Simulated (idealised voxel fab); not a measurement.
process module | voxel self aligned vias
cross-section cut | 285 nm wide | cells 5 nm
A cross-section is a grid of square cells, given in bands from the top down. A band is one or more rows of cells.
Each band's line starts with the height of the band's top and of its bottom, in nm. Then come its materials from left to right, each with its width in nm. One material with "throughout" fills the band from edge to edge. "air" is empty space.
Height 0 is the level under which the wafer as received is all one material. The lowest band goes on downwards, as in "0 down".
A width such as "30 to 40" changes by the same amount from each row of cells to the next, from the band's top row to its bottom row.
"no change" after a step means that no cell of the cross-section changed.
closed voids: empty space of 8 cells or more with no open way to the top, each as width x height at its distance from the left edge, in nm
after a step's settings: what the simulator itself notes on the step
overlay nm, on a step with a mask: how far to the right of its planned place the mask lay; to the left if negative
plan
1 op RECEIVE | material Si
2 op CONFORMAL_DEP | material SiO2 | thk nm 15
3 op CONFORMAL_DEP | material SiCN | thk nm 5
4 op DIRECTIONAL_DEP | material lowk | thk nm 30
5 op PATTERN | tone open | mask id LINES | material resist | width nm 20 | pitch nm 65 | thk nm 15 | overlay nm 0
6 op DIRECTIONAL_ETCH | etch materials lowk | depth nm 30
7 op STRIP | etch materials resist
8 op CONFORMAL_DEP | material TiN | thk nm 5
9 op FILL_DEP | material W | thk nm 5
10 op CMP | height nm 50
11 op SELECTIVE_ETCH | etch materials W Ru TiN | depth nm 5
12 op FILL_DEP | material SiN | thk nm 5
13 op CMP | height nm 50
14 op DIRECTIONAL_DEP | material lowk | thk nm 15
15 op MASKED_ETCH | tone open | mask id VIAS | width nm 40 | etch materials lowk | depth nm 15 | overlay nm 0
16 op MASKED_ETCH | tone open | mask id VIAS | width nm 40 | etch materials SiN | depth nm 5 | overlay nm 0
17 op CONFORMAL_DEP | material TiN | thk nm 5
18 op FILL_DEP | material Cu | thk nm 5
19 op CMP | height nm 65
20 op CONFORMAL_DEP | material SiN | thk nm 5
as received, after step 1
  0 down: Si throughout
  closed voids: none
first wafer at the end, as planned
  70 to 65: SiN throughout
  65 to 55: lowk 90 | TiN 5 | Cu 30 | TiN 5 | lowk 155
  55 to 50: lowk 90 | TiN 15 | Cu 10 | TiN 15 | lowk 155
  50 to 45: lowk 100 | TiN 20 | lowk 45 | SiN 20 | lowk 100
  45 to 25: lowk 100 | TiN 5 | W 10 | TiN 5 | lowk 45 | TiN 5 | W 10 | TiN 5 | lowk 100
  25 to 20: lowk 100 | TiN 20 | lowk 45 | TiN 20 | lowk 100
  20 to 15: SiCN throughout
  15 to 0: SiO2 throughout
  0 down: Si throughout
  closed voids: none
second wafer at the end: like start, like plan, one mistake
  70 to 65: SiN throughout
  65 to 50: lowk 90 | TiN 10 | lowk 20 | TiN 10 | lowk 155
  50 to 45: lowk 100 | SiN 20 | lowk 45 | SiN 20 | lowk 100
  45 to 25: lowk 100 | TiN 5 | W 10 | TiN 5 | lowk 45 | TiN 5 | W 10 | TiN 5 | lowk 100
  25 to 20: lowk 100 | TiN 20 | lowk 45 | TiN 20 | lowk 100
  20 to 15: SiCN throughout
  15 to 0: SiO2 throughout
  0 down: Si throughout
  closed voids: none
what went wrong: steps 14 and 15 were swapped
at the end the second wafer has, in cells: 14 fewer of Cu | 4 more of SiN | 2 fewer of TiN | 12 more of lowk
